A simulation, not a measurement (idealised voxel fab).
process module | voxel wiring stack
Each square cell in cross-section cut measures 5 nm, and the section as a whole is 230 nm wide.
This document writes a cross-section as a grid whose cells are square, and gives it as bands, listed from the top down; one or more rows of cells form a band. A band entry consists of two parts. The first gives the height of the band's top and the height of its bottom, in nm. The rest lists the band's materials from left to right, each with its width in nm. A single material labelled with the word "all across" fills the band from edge to edge, and the word "empty" marks empty space. The level at which height equals 0 is the one under which the wafer, as it arrives, is entirely one material. No lower edge exists for the bottom band, which continues downward and is notated as in "0 -> down". When a width is written as two numbers, as in "30 to 40", the first number is the width in the top row of cells of the band and the second is the width in its bottom row, and the width changes by the same amount from each row to the next. "no alterations made", as given for a step, is the statement that not any cell of the cross-section underwent a change during that step. Empty spaces without an open route to the top, at least 8 cells in extent, make up the entry "Fully closed voids"; each is given as width x height at distance, where the distance is measured from the left edge, and all are in nm. Formally, on a step line, whatever follows the settings is a remark that the simulator itself makes on the step. When a step includes a mask, the "overlay nm" setting on its line states how far to the right of its planned place that mask lay, and negative values state how far to the left.
Planned process steps:
step 1: RECEIVE with material Si
step 2: CONFORMAL_DEP with material SiO2, thk nm 10
step 3: DIRECTIONAL_DEP with material TiN, thk nm 5
step 4: DIRECTIONAL_DEP with material W, thk nm 20
step 5: DIRECTIONAL_DEP with material aC, thk nm 15
step 6: PATTERN with tone cover, mask id METAL_1, material resist, width nm 30, pitch nm 50, thk nm 35, overlay nm 0
step 7: DIRECTIONAL_ETCH with etch materials aC, depth nm 15
step 8: STRIP with etch materials resist
step 9: DIRECTIONAL_ETCH with etch materials W, depth nm 20
step 10: DIRECTIONAL_ETCH with etch materials TiN, depth nm 5
step 11: STRIP with etch materials aC
step 12: FILL_DEP with material SiO2, thk nm 5
step 13: CMP with height nm 35
step 14: CONFORMAL_DEP with material SiCN, thk nm 5
step 15: DIRECTIONAL_DEP with material SiO2, thk nm 25
step 16: DIRECTIONAL_DEP with material aC, thk nm 15
step 17: PATTERN with tone open, mask id METAL_2, material resist, width nm 30, pitch nm 50, thk nm 35, overlay nm 0
step 18: DIRECTIONAL_ETCH with etch materials aC, depth nm 15
step 19: STRIP with etch materials resist
step 20: DIRECTIONAL_ETCH with etch materials SiO2, depth nm 15
step 21: STRIP with etch materials aC
step 22: PATTERN with tone open, mask id METAL_2_HOLES, material resist, width nm 15, pitch nm 50, thk nm 20, overlay nm 0
step 23: DIRECTIONAL_ETCH with etch materials SiO2, depth nm 10
step 24: DIRECTIONAL_ETCH with etch materials SiCN, depth nm 5
step 25: STRIP with etch materials resist
step 26: CONFORMAL_DEP with material TiN, thk nm 5
step 27: FILL_DEP with material Cu, thk nm 5
step 28: CMP with height nm 65
step 29: CONFORMAL_DEP with material SiCN, thk nm 5
step 30: DIRECTIONAL_DEP with material SiO2, thk nm 30
step 31: DIRECTIONAL_DEP with material aC, thk nm 10
step 32: PATTERN with tone open, mask id METAL_3_HOLES, material resist, width nm 15, pitch nm 50, thk nm 30, overlay nm 0
step 33: DIRECTIONAL_ETCH with etch materials aC, depth nm 10
step 34: STRIP with etch materials resist
step 35: DIRECTIONAL_ETCH with etch materials SiO2, depth nm 30
step 36: STRIP with etch materials aC
step 37: DIRECTIONAL_DEP with material aC, thk nm 15
step 38: PATTERN with tone open, mask id METAL_3, material resist, width nm 30, pitch nm 50, thk nm 35, overlay nm 0
step 39: DIRECTIONAL_ETCH with etch materials aC, depth nm 15
step 40: STRIP with etch materials resist
step 41: DIRECTIONAL_ETCH with etch materials SiO2, depth nm 20
step 42: DIRECTIONAL_ETCH with etch materials SiCN, depth nm 5
step 43: STRIP with etch materials aC
step 44: CONFORMAL_DEP with material TiN, thk nm 5
step 45: FILL_DEP with material Cu, thk nm 10
step 46: CMP with height nm 100
step 47: CONFORMAL_DEP with material SiN, thk nm 5
First of two wafers, with the run carried out as planned:
Delivered wafer in cross-section: state after step 1:
> 0 -> down | Si all across
> Fully closed voids: none
Upon completion of step 2, the wafer appears in cross-section as shown:
> 10 -> 0 | SiO2 all across
> At heights below 0, the structure remains unaltered.
Upon completion of step 3, the wafer appears in cross-section as shown:
> 15 -> 10 | TiN all across
> At heights below 10, the structure remains unaltered.
Upon completion of step 4, the wafer appears in cross-section as shown:
> 35 -> 15 | W all across
> At heights below 15, the structure remains unaltered.
Upon completion of step 5, the wafer appears in cross-section as shown:
> 50 -> 35 | aC all across
> At heights below 35, the structure remains unaltered.
Upon completion of step 6, the wafer appears in cross-section as shown:
> 85 -> 50 | empty (75); resist (30); empty (20); resist (30); empty (75)
> At heights below 50, the structure remains unaltered.
Upon completion of step 7, the wafer appears in cross-section as shown:
> 70 -> 50 | empty (75); resist (30); empty (20); resist (30); empty (75)
> 50 -> 35 | empty (75); aC (30); empty (20); aC (30); empty (75)
> At heights below 35, the structure remains unaltered.
Upon completion of step 8, the wafer appears in cross-section as shown:
> 50 -> 35 | empty (75); aC (30); empty (20); aC (30); empty (75)
> At heights below 35, the structure remains unaltered.
Upon completion of step 9, the wafer appears in cross-section as shown:
> 50 -> 35 | empty (75); aC (30); empty (20); aC (30); empty (75)
> 35 -> 15 | empty (75); W (30); empty (20); W (30); empty (75)
> At heights below 15, the structure remains unaltered.
Upon completion of step 10, the wafer appears in cross-section as shown:
> 50 -> 35 | empty (75); aC (30); empty (20); aC (30); empty (75)
> 35 -> 15 | empty (75); W (30); empty (20); W (30); empty (75)
> 15 -> 10 | empty (75); TiN (30); empty (20); TiN (30); empty (75)
> At heights below 10, the structure remains unaltered.
Upon completion of step 11, the wafer appears in cross-section as shown:
> 35 -> 15 | empty (75); W (30); empty (20); W (30); empty (75)
> At heights below 15, the structure remains unaltered.
Upon completion of step 12, the wafer appears in cross-section as shown:
> 40 -> 35 | SiO2 all across
> 35 -> 15 | SiO2 (75); W (30); SiO2 (20); W (30); SiO2 (75)
> 15 -> 10 | SiO2 (75); TiN (30); SiO2 (20); TiN (30); SiO2 (75)
> At heights below 10, the structure remains unaltered.
Upon completion of step 13, the wafer appears in cross-section as shown:
> 35 -> 15 | SiO2 (75); W (30); SiO2 (20); W (30); SiO2 (75)
> At heights below 15, the structure remains unaltered.
Upon completion of step 14, the wafer appears in cross-section as shown:
> 40 -> 35 | SiCN all across
> At heights below 35, the structure remains unaltered.
Upon completion of step 15, the wafer appears in cross-section as shown:
> 65 -> 40 | SiO2 all across
> At heights below 40, the structure remains unaltered.
Upon completion of step 16, the wafer appears in cross-section as shown:
> 80 -> 65 | aC all across
> At heights below 65, the structure remains unaltered.
Upon completion of step 17, the wafer appears in cross-section as shown:
> 115 -> 80 | resist (75); empty (30); resist (20); empty (30); resist (75)
> At heights below 80, the structure remains unaltered.
Upon completion of step 18, the wafer appears in cross-section as shown:
> 100 -> 80 | resist (75); empty (30); resist (20); empty (30); resist (75)
> 80 -> 65 | aC (75); empty (30); aC (20); empty (30); aC (75)
> At heights below 65, the structure remains unaltered.
Upon completion of step 19, the wafer appears in cross-section as shown:
> 80 -> 65 | aC (75); empty (30); aC (20); empty (30); aC (75)
> At heights below 65, the structure remains unaltered.
Upon completion of step 20, the wafer appears in cross-section as shown:
> 80 -> 65 | aC (75); empty (30); aC (20); empty (30); aC (75)
> 65 -> 50 | SiO2 (75); empty (30); SiO2 (20); empty (30); SiO2 (75)
> At heights below 50, the structure remains unaltered.
Upon completion of step 21, the wafer appears in cross-section as shown:
> 65 -> 50 | SiO2 (75); empty (30); SiO2 (20); empty (30); SiO2 (75)
> At heights below 50, the structure remains unaltered.
Upon completion of step 22, the wafer appears in cross-section as shown:
> 85 -> 65 | resist (75); empty (15); resist (35); empty (15); resist (90)
> 65 -> 50 | SiO2 (75); empty (15); resist (15); SiO2 (20); empty (15); resist (15); SiO2 (75)
> At heights below 50, the structure remains unaltered.
Upon completion of step 23, the wafer appears in cross-section as shown:
> 85 -> 65 | resist (75); empty (15); resist (35); empty (15); resist (90)
> 65 -> 50 | SiO2 (75); empty (15); resist (15); SiO2 (20); empty (15); resist (15); SiO2 (75)
> 50 -> 40 | SiO2 (75); empty (15); SiO2 (35); empty (15); SiO2 (90)
> At heights below 40, the structure remains unaltered.
Upon completion of step 24, the wafer appears in cross-section as shown:
> 85 -> 65 | resist (75); empty (15); resist (35); empty (15); resist (90)
> 65 -> 50 | SiO2 (75); empty (15); resist (15); SiO2 (20); empty (15); resist (15); SiO2 (75)
> 50 -> 40 | SiO2 (75); empty (15); SiO2 (35); empty (15); SiO2 (90)
> 40 -> 35 | SiCN (75); empty (15); SiCN (35); empty (15); SiCN (90)
> At heights below 35, the structure remains unaltered.
Upon completion of step 25, the wafer appears in cross-section as shown:
> 65 -> 50 | SiO2 (75); empty (30); SiO2 (20); empty (30); SiO2 (75)
> At heights below 50, the structure remains unaltered.
Upon completion of step 26, the wafer appears in cross-section as shown:
> 70 -> 65 | TiN (80); empty (20); TiN (30); empty (20); TiN (80)
> 65 -> 55 | SiO2 (75); TiN (5); empty (20); TiN (5); SiO2 (20); TiN (5); empty (20); TiN (5); SiO2 (75)
> 55 -> 50 | SiO2 (75); TiN (5); empty (5); TiN (20); SiO2 (20); TiN (5); empty (5); TiN (20); SiO2 (75)
> 50 -> 40 | SiO2 (75); TiN (5); empty (5); TiN (5); SiO2 (35); TiN (5); empty (5); TiN (5); SiO2 (90)
> 40 -> 35 | SiCN (75); TiN (15); SiCN (35); TiN (15); SiCN (90)
> At heights below 35, the structure remains unaltered.
Upon completion of step 27, the wafer appears in cross-section as shown:
> 75 -> 70 | Cu all across
> 70 -> 65 | TiN (80); Cu (20); TiN (30); Cu (20); TiN (80)
> 65 -> 55 | SiO2 (75); TiN (5); Cu (20); TiN (5); SiO2 (20); TiN (5); Cu (20); TiN (5); SiO2 (75)
> 55 -> 50 | SiO2 (75); TiN (5); Cu (5); TiN (20); SiO2 (20); TiN (5); Cu (5); TiN (20); SiO2 (75)
> 50 -> 40 | SiO2 (75); TiN (5); Cu (5); TiN (5); SiO2 (35); TiN (5); Cu (5); TiN (5); SiO2 (90)
> At heights below 40, the structure remains unaltered.
Upon completion of step 28, the wafer appears in cross-section as shown:
> 65 -> 55 | SiO2 (75); TiN (5); Cu (20); TiN (5); SiO2 (20); TiN (5); Cu (20); TiN (5); SiO2 (75)
> At heights below 55, the structure remains unaltered.
Upon completion of step 29, the wafer appears in cross-section as shown:
> 70 -> 65 | SiCN all across
> At heights below 65, the structure remains unaltered.
Upon completion of step 30, the wafer appears in cross-section as shown:
> 100 -> 70 | SiO2 all across
> At heights below 70, the structure remains unaltered.
Upon completion of step 31, the wafer appears in cross-section as shown:
> 110 -> 100 | aC all across
> At heights below 100, the structure remains unaltered.
Upon completion of step 32, the wafer appears in cross-section as shown:
> 140 -> 110 | resist (75); empty (15); resist (35); empty (15); resist (90)
> At heights below 110, the structure remains unaltered.
Upon completion of step 33, the wafer appears in cross-section as shown:
> 130 -> 110 | resist (75); empty (15); resist (35); empty (15); resist (90)
> 110 -> 100 | aC (75); empty (15); aC (35); empty (15); aC (90)
> At heights below 100, the structure remains unaltered.
Upon completion of step 34, the wafer appears in cross-section as shown:
> 110 -> 100 | aC (75); empty (15); aC (35); empty (15); aC (90)
> At heights below 100, the structure remains unaltered.
Upon completion of step 35, the wafer appears in cross-section as shown:
> 110 -> 100 | aC (75); empty (15); aC (35); empty (15); aC (90)
> 100 -> 70 | SiO2 (75); empty (15); SiO2 (35); empty (15); SiO2 (90)
> At heights below 70, the structure remains unaltered.
Upon completion of step 36, the wafer appears in cross-section as shown:
> 100 -> 70 | SiO2 (75); empty (15); SiO2 (35); empty (15); SiO2 (90)
> At heights below 70, the structure remains unaltered.
Upon completion of step 37, the wafer appears in cross-section as shown:
> 115 -> 100 | aC (75); empty (15); aC (35); empty (15); aC (90)
> 100 -> 85 | SiO2 (75); empty (15); SiO2 (35); empty (15); SiO2 (90)
> 85 -> 70 | SiO2 (75); aC (15); SiO2 (35); aC (15); SiO2 (90)
> At heights below 70, the structure remains unaltered.
Upon completion of step 38, the wafer appears in cross-section as shown:
> 150 -> 115 | resist (75); empty (30); resist (20); empty (30); resist (75)
> At heights below 115, the structure remains unaltered.
Upon completion of step 39, the wafer appears in cross-section as shown:
> 135 -> 115 | resist (75); empty (30); resist (20); empty (30); resist (75)
> 115 -> 100 | aC (75); empty (30); aC (20); empty (30); aC (75)
> 100 -> 70 | SiO2 (75); empty (15); SiO2 (35); empty (15); SiO2 (90)
> At heights below 70, the structure remains unaltered.
Upon completion of step 40, the wafer appears in cross-section as shown:
> 115 -> 100 | aC (75); empty (30); aC (20); empty (30); aC (75)
> At heights below 100, the structure remains unaltered.
Upon completion of step 41, the wafer appears in cross-section as shown:
> 115 -> 100 | aC (75); empty (30); aC (20); empty (30); aC (75)
> 100 -> 80 | SiO2 (75); empty (30); SiO2 (20); empty (30); SiO2 (75)
> At heights below 80, the structure remains unaltered.
Upon completion of step 42, the wafer appears in cross-section as shown:
> 115 -> 100 | aC (75); empty (30); aC (20); empty (30); aC (75)
> 100 -> 80 | SiO2 (75); empty (30); SiO2 (20); empty (30); SiO2 (75)
> 80 -> 70 | SiO2 (75); empty (15); SiO2 (35); empty (15); SiO2 (90)
> 70 -> 65 | SiCN (75); empty (15); SiCN (35); empty (15); SiCN (90)
> At heights below 65, the structure remains unaltered.
Upon completion of step 43, the wafer appears in cross-section as shown:
> 100 -> 80 | SiO2 (75); empty (30); SiO2 (20); empty (30); SiO2 (75)
> At heights below 80, the structure remains unaltered.
Upon completion of step 44, the wafer appears in cross-section as shown:
> 105 -> 100 | TiN (80); empty (20); TiN (30); empty (20); TiN (80)
> 100 -> 85 | SiO2 (75); TiN (5); empty (20); TiN (5); SiO2 (20); TiN (5); empty (20); TiN (5); SiO2 (75)
> 85 -> 80 | SiO2 (75); TiN (5); empty (5); TiN (20); SiO2 (20); TiN (5); empty (5); TiN (20); SiO2 (75)
> 80 -> 70 | SiO2 (75); TiN (5); empty (5); TiN (5); SiO2 (35); TiN (5); empty (5); TiN (5); SiO2 (90)
> 70 -> 65 | SiCN (75); TiN (15); SiCN (35); TiN (15); SiCN (90)
> At heights below 65, the structure remains unaltered.
Upon completion of step 45, the wafer appears in cross-section as shown:
> 115 -> 105 | Cu all across
> 105 -> 100 | TiN (80); Cu (20); TiN (30); Cu (20); TiN (80)
> 100 -> 85 | SiO2 (75); TiN (5); Cu (20); TiN (5); SiO2 (20); TiN (5); Cu (20); TiN (5); SiO2 (75)
> 85 -> 80 | SiO2 (75); TiN (5); Cu (5); TiN (20); SiO2 (20); TiN (5); Cu (5); TiN (20); SiO2 (75)
> 80 -> 70 | SiO2 (75); TiN (5); Cu (5); TiN (5); SiO2 (35); TiN (5); Cu (5); TiN (5); SiO2 (90)
> At heights below 70, the structure remains unaltered.
Upon completion of step 46, the wafer appears in cross-section as shown:
> 100 -> 85 | SiO2 (75); TiN (5); Cu (20); TiN (5); SiO2 (20); TiN (5); Cu (20); TiN (5); SiO2 (75)
> At heights below 85, the structure remains unaltered.
Upon completion of step 47, the wafer appears in cross-section as shown:
> 105 -> 100 | SiN all across
> At heights below 100, the structure remains unaltered.
Second wafer. Start and plan as for the first. One mistake made in running. Agrees with the first up to and including step 1:
Second wafer: cross-section at the scheduled end of step 2:
> 5 -> 0 | SiO2 all across
> At heights below 0, the structure remains unaltered.
Second wafer: cross-section at the scheduled end of step 3:
> 10 -> 5 | TiN all across
> At heights below 5, the structure remains unaltered.
Second wafer: cross-section at the scheduled end of step 4:
> 30 -> 10 | W all across
> At heights below 10, the structure remains unaltered.
Second wafer: cross-section at the scheduled end of step 5:
> 45 -> 30 | aC all across
> At heights below 30, the structure remains unaltered.
Second wafer: cross-section at the scheduled end of step 6:
> 80 -> 45 | empty (75); resist (30); empty (20); resist (30); empty (75)
> At heights below 45, the structure remains unaltered.
Second wafer: cross-section at the scheduled end of step 7:
> 65 -> 45 | empty (75); resist (30); empty (20); resist (30); empty (75)
> 45 -> 30 | empty (75); aC (30); empty (20); aC (30); empty (75)
> At heights below 30, the structure remains unaltered.
Second wafer: cross-section at the scheduled end of step 8:
> 45 -> 30 | empty (75); aC (30); empty (20); aC (30); empty (75)
> At heights below 30, the structure remains unaltered.
Second wafer: cross-section at the scheduled end of step 9:
> 45 -> 30 | empty (75); aC (30); empty (20); aC (30); empty (75)
> 30 -> 10 | empty (75); W (30); empty (20); W (30); empty (75)
> At heights below 10, the structure remains unaltered.
Second wafer: cross-section at the scheduled end of step 10:
> 45 -> 30 | empty (75); aC (30); empty (20); aC (30); empty (75)
> 30 -> 10 | empty (75); W (30); empty (20); W (30); empty (75)
> 10 -> 5 | empty (75); TiN (30); empty (20); TiN (30); empty (75)
> At heights below 5, the structure remains unaltered.
Second wafer: cross-section at the scheduled end of step 11:
> 30 -> 10 | empty (75); W (30); empty (20); W (30); empty (75)
> At heights below 10, the structure remains unaltered.
Second wafer: cross-section at the scheduled end of step 12:
> 35 -> 30 | SiO2 all across
> 30 -> 10 | SiO2 (75); W (30); SiO2 (20); W (30); SiO2 (75)
> 10 -> 5 | SiO2 (75); TiN (30); SiO2 (20); TiN (30); SiO2 (75)
> At heights below 5, the structure remains unaltered.
Second wafer: cross-section at the scheduled end of step 13: no alterations made
Second wafer: cross-section at the scheduled end of step 14:
> 40 -> 35 | SiCN all across
> At heights below 35, the structure remains unaltered.
Second wafer: cross-section at the scheduled end of step 15:
> 65 -> 40 | SiO2 all across
> At heights below 40, the structure remains unaltered.
Second wafer: cross-section at the scheduled end of step 16:
> 80 -> 65 | aC all across
> At heights below 65, the structure remains unaltered.
Second wafer: cross-section at the scheduled end of step 17:
> 115 -> 80 | resist (75); empty (30); resist (20); empty (30); resist (75)
> At heights below 80, the structure remains unaltered.
Second wafer: cross-section at the scheduled end of step 18:
> 100 -> 80 | resist (75); empty (30); resist (20); empty (30); resist (75)
> 80 -> 65 | aC (75); empty (30); aC (20); empty (30); aC (75)
> At heights below 65, the structure remains unaltered.
Second wafer: cross-section at the scheduled end of step 19:
> 80 -> 65 | aC (75); empty (30); aC (20); empty (30); aC (75)
> At heights below 65, the structure remains unaltered.
Second wafer: cross-section at the scheduled end of step 20:
> 80 -> 65 | aC (75); empty (30); aC (20); empty (30); aC (75)
> 65 -> 50 | SiO2 (75); empty (30); SiO2 (20); empty (30); SiO2 (75)
> At heights below 50, the structure remains unaltered.
Second wafer: cross-section at the scheduled end of step 21:
> 65 -> 50 | SiO2 (75); empty (30); SiO2 (20); empty (30); SiO2 (75)
> At heights below 50, the structure remains unaltered.
Second wafer: cross-section at the scheduled end of step 22:
> 85 -> 65 | resist (75); empty (15); resist (35); empty (15); resist (90)
> 65 -> 50 | SiO2 (75); empty (15); resist (15); SiO2 (20); empty (15); resist (15); SiO2 (75)
> At heights below 50, the structure remains unaltered.
Second wafer: cross-section at the scheduled end of step 23:
> 85 -> 65 | resist (75); empty (15); resist (35); empty (15); resist (90)
> 65 -> 50 | SiO2 (75); empty (15); resist (15); SiO2 (20); empty (15); resist (15); SiO2 (75)
> 50 -> 40 | SiO2 (75); empty (15); SiO2 (35); empty (15); SiO2 (90)
> At heights below 40, the structure remains unaltered.
Second wafer: cross-section at the scheduled end of step 24:
> 85 -> 65 | resist (75); empty (15); resist (35); empty (15); resist (90)
> 65 -> 50 | SiO2 (75); empty (15); resist (15); SiO2 (20); empty (15); resist (15); SiO2 (75)
> 50 -> 40 | SiO2 (75); empty (15); SiO2 (35); empty (15); SiO2 (90)
> 40 -> 35 | SiCN (75); empty (15); SiCN (35); empty (15); SiCN (90)
> At heights below 35, the structure remains unaltered.
Second wafer: cross-section at the scheduled end of step 25:
> 65 -> 50 | SiO2 (75); empty (30); SiO2 (20); empty (30); SiO2 (75)
> At heights below 50, the structure remains unaltered.
Second wafer: cross-section at the scheduled end of step 26:
> 70 -> 65 | TiN (80); empty (20); TiN (30); empty (20); TiN (80)
> 65 -> 55 | SiO2 (75); TiN (5); empty (20); TiN (5); SiO2 (20); TiN (5); empty (20); TiN (5); SiO2 (75)
> 55 -> 50 | SiO2 (75); TiN (5); empty (5); TiN (20); SiO2 (20); TiN (5); empty (5); TiN (20); SiO2 (75)
> 50 -> 40 | SiO2 (75); TiN (5); empty (5); TiN (5); SiO2 (35); TiN (5); empty (5); TiN (5); SiO2 (90)
> 40 -> 35 | SiCN (75); TiN (15); SiCN (35); TiN (15); SiCN (90)
> At heights below 35, the structure remains unaltered.
Second wafer: cross-section at the scheduled end of step 27:
> 75 -> 70 | Cu all across
> 70 -> 65 | TiN (80); Cu (20); TiN (30); Cu (20); TiN (80)
> 65 -> 55 | SiO2 (75); TiN (5); Cu (20); TiN (5); SiO2 (20); TiN (5); Cu (20); TiN (5); SiO2 (75)
> 55 -> 50 | SiO2 (75); TiN (5); Cu (5); TiN (20); SiO2 (20); TiN (5); Cu (5); TiN (20); SiO2 (75)
> 50 -> 40 | SiO2 (75); TiN (5); Cu (5); TiN (5); SiO2 (35); TiN (5); Cu (5); TiN (5); SiO2 (90)
> At heights below 40, the structure remains unaltered.
Second wafer: cross-section at the scheduled end of step 28:
> 65 -> 55 | SiO2 (75); TiN (5); Cu (20); TiN (5); SiO2 (20); TiN (5); Cu (20); TiN (5); SiO2 (75)
> At heights below 55, the structure remains unaltered.
Second wafer: cross-section at the scheduled end of step 29:
> 70 -> 65 | SiCN all across
> At heights below 65, the structure remains unaltered.
Second wafer: cross-section at the scheduled end of step 30:
> 100 -> 70 | SiO2 all across
> At heights below 70, the structure remains unaltered.
Second wafer: cross-section at the scheduled end of step 31:
> 110 -> 100 | aC all across
> At heights below 100, the structure remains unaltered.
Second wafer: cross-section at the scheduled end of step 32:
> 140 -> 110 | resist (75); empty (15); resist (35); empty (15); resist (90)
> At heights below 110, the structure remains unaltered.
Second wafer: cross-section at the scheduled end of step 33:
> 130 -> 110 | resist (75); empty (15); resist (35); empty (15); resist (90)
> 110 -> 100 | aC (75); empty (15); aC (35); empty (15); aC (90)
> At heights below 100, the structure remains unaltered.
Second wafer: cross-section at the scheduled end of step 34:
> 110 -> 100 | aC (75); empty (15); aC (35); empty (15); aC (90)
> At heights below 100, the structure remains unaltered.
Second wafer: cross-section at the scheduled end of step 35:
> 110 -> 100 | aC (75); empty (15); aC (35); empty (15); aC (90)
> 100 -> 70 | SiO2 (75); empty (15); SiO2 (35); empty (15); SiO2 (90)
> At heights below 70, the structure remains unaltered.
Second wafer: cross-section at the scheduled end of step 36:
> 100 -> 70 | SiO2 (75); empty (15); SiO2 (35); empty (15); SiO2 (90)
> At heights below 70, the structure remains unaltered.
Second wafer: cross-section at the scheduled end of step 37:
> 115 -> 100 | aC (75); empty (15); aC (35); empty (15); aC (90)
> 100 -> 85 | SiO2 (75); empty (15); SiO2 (35); empty (15); SiO2 (90)
> 85 -> 70 | SiO2 (75); aC (15); SiO2 (35); aC (15); SiO2 (90)
> At heights below 70, the structure remains unaltered.
Second wafer: cross-section at the scheduled end of step 38:
> 150 -> 115 | resist (75); empty (30); resist (20); empty (30); resist (75)
> At heights below 115, the structure remains unaltered.
Second wafer: cross-section at the scheduled end of step 39:
> 135 -> 115 | resist (75); empty (30); resist (20); empty (30); resist (75)
> 115 -> 100 | aC (75); empty (30); aC (20); empty (30); aC (75)
> 100 -> 70 | SiO2 (75); empty (15); SiO2 (35); empty (15); SiO2 (90)
> At heights below 70, the structure remains unaltered.
Second wafer: cross-section at the scheduled end of step 40:
> 115 -> 100 | aC (75); empty (30); aC (20); empty (30); aC (75)
> At heights below 100, the structure remains unaltered.
Second wafer: cross-section at the scheduled end of step 41:
> 115 -> 100 | aC (75); empty (30); aC (20); empty (30); aC (75)
> 100 -> 80 | SiO2 (75); empty (30); SiO2 (20); empty (30); SiO2 (75)
> At heights below 80, the structure remains unaltered.
Second wafer: cross-section at the scheduled end of step 42:
> 115 -> 100 | aC (75); empty (30); aC (20); empty (30); aC (75)
> 100 -> 80 | SiO2 (75); empty (30); SiO2 (20); empty (30); SiO2 (75)
> 80 -> 70 | SiO2 (75); empty (15); SiO2 (35); empty (15); SiO2 (90)
> 70 -> 65 | SiCN (75); empty (15); SiCN (35); empty (15); SiCN (90)
> At heights below 65, the structure remains unaltered.
Second wafer: cross-section at the scheduled end of step 43:
> 100 -> 80 | SiO2 (75); empty (30); SiO2 (20); empty (30); SiO2 (75)
> At heights below 80, the structure remains unaltered.
Second wafer: cross-section at the scheduled end of step 44:
> 105 -> 100 | TiN (80); empty (20); TiN (30); empty (20); TiN (80)
> 100 -> 85 | SiO2 (75); TiN (5); empty (20); TiN (5); SiO2 (20); TiN (5); empty (20); TiN (5); SiO2 (75)
> 85 -> 80 | SiO2 (75); TiN (5); empty (5); TiN (20); SiO2 (20); TiN (5); empty (5); TiN (20); SiO2 (75)
> 80 -> 70 | SiO2 (75); TiN (5); empty (5); TiN (5); SiO2 (35); TiN (5); empty (5); TiN (5); SiO2 (90)
> 70 -> 65 | SiCN (75); TiN (15); SiCN (35); TiN (15); SiCN (90)
> At heights below 65, the structure remains unaltered.
Second wafer: cross-section at the scheduled end of step 45:
> 115 -> 105 | Cu all across
> 105 -> 100 | TiN (80); Cu (20); TiN (30); Cu (20); TiN (80)
> 100 -> 85 | SiO2 (75); TiN (5); Cu (20); TiN (5); SiO2 (20); TiN (5); Cu (20); TiN (5); SiO2 (75)
> 85 -> 80 | SiO2 (75); TiN (5); Cu (5); TiN (20); SiO2 (20); TiN (5); Cu (5); TiN (20); SiO2 (75)
> 80 -> 70 | SiO2 (75); TiN (5); Cu (5); TiN (5); SiO2 (35); TiN (5); Cu (5); TiN (5); SiO2 (90)
> At heights below 70, the structure remains unaltered.
Second wafer: cross-section at the scheduled end of step 46:
> 100 -> 85 | SiO2 (75); TiN (5); Cu (20); TiN (5); SiO2 (20); TiN (5); Cu (20); TiN (5); SiO2 (75)
> At heights below 85, the structure remains unaltered.
Second wafer: cross-section at the scheduled end of step 47:
> 105 -> 100 | SiN all across
> At heights below 100, the structure remains unaltered.
Short version of what went wrong: step 2 ran with different settings than intended, the actual operation and settings being CONFORMAL_DEP with material SiO2, thk nm 5
The two final wafers agree on how many cells each material fills and disagree on which cells those are.
